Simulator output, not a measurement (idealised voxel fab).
process module | voxel trench capacitor
cross-section cut | 185 nm wide | cells 5 nm
A cross-section is a grid of square cells, given in bands from the top down. A band is one or more rows of cells.
Each band's line starts with the height of the band's top and of its bottom, in nm. Then come its materials from left to right, each with its width in nm. One material with "throughout" fills the band from edge to edge. "air" is empty space.
Height 0 is the level under which the wafer as received is all one material. The lowest band goes on downwards, as in "0 down".
A width such as "30 to 40" changes by the same amount from each row of cells to the next, from the band's top row to its bottom row.
"no change" after a step means that no cell of the cross-section changed.
closed voids: empty space of 8 cells or more with no open way to the top, each as width x height at its distance from the left edge, in nm
after a step's settings: what the simulator itself notes on the step
overlay nm, on a step with a mask: how far to the right of its planned place the mask lay; to the left if negative
plan
1 op RECEIVE | material Si
2 op CONFORMAL_DEP | material SiN | thk nm 10
3 op DIRECTIONAL_DEP | material aC | thk nm 15
4 op PATTERN | tone open | mask id TRENCH | material resist | width nm 30 | pitch nm 50 | thk nm 35 | overlay nm 0
5 op DIRECTIONAL_ETCH | etch materials aC | depth nm 15
6 op STRIP | etch materials resist
7 op DIRECTIONAL_ETCH | etch materials SiN | depth nm 10
8 op DIRECTIONAL_ETCH | etch materials Si | depth nm 25
9 op STRIP | etch materials aC
10 op CONFORMAL_DEP | material Al2O3 | thk nm 5
11 op CONFORMAL_DEP | material TiN | thk nm 5
12 op FILL_DEP | material W | thk nm 5
13 op CMP | height nm 10
as received, after step 1
  0 down: Si throughout
  closed voids: none
a wafer at the end: this start, this plan, one mistake
  10 to 0: SiN 50 | TiN 5 | Al2O3 5 | W 10 | Al2O3 5 | TiN 5 | SiN 20 | TiN 5 | Al2O3 5 | W 10 | Al2O3 5 | TiN 5 | SiN 55
  0 to -15: Si 50 | TiN 5 | Al2O3 5 | W 10 | Al2O3 5 | TiN 5 | Si 20 | TiN 5 | Al2O3 5 | W 10 | Al2O3 5 | TiN 5 | Si 55
  -15 to -20: Si 50 | TiN 5 | Al2O3 20 | TiN 5 | Si 20 | TiN 5 | Al2O3 20 | TiN 5 | Si 55
  -20 to -25: Si 50 | TiN 30 | Si 20 | TiN 30 | Si 55
  -25 down: Si throughout
  closed voids: none
what went wrong: steps 10 and 11 were swapped
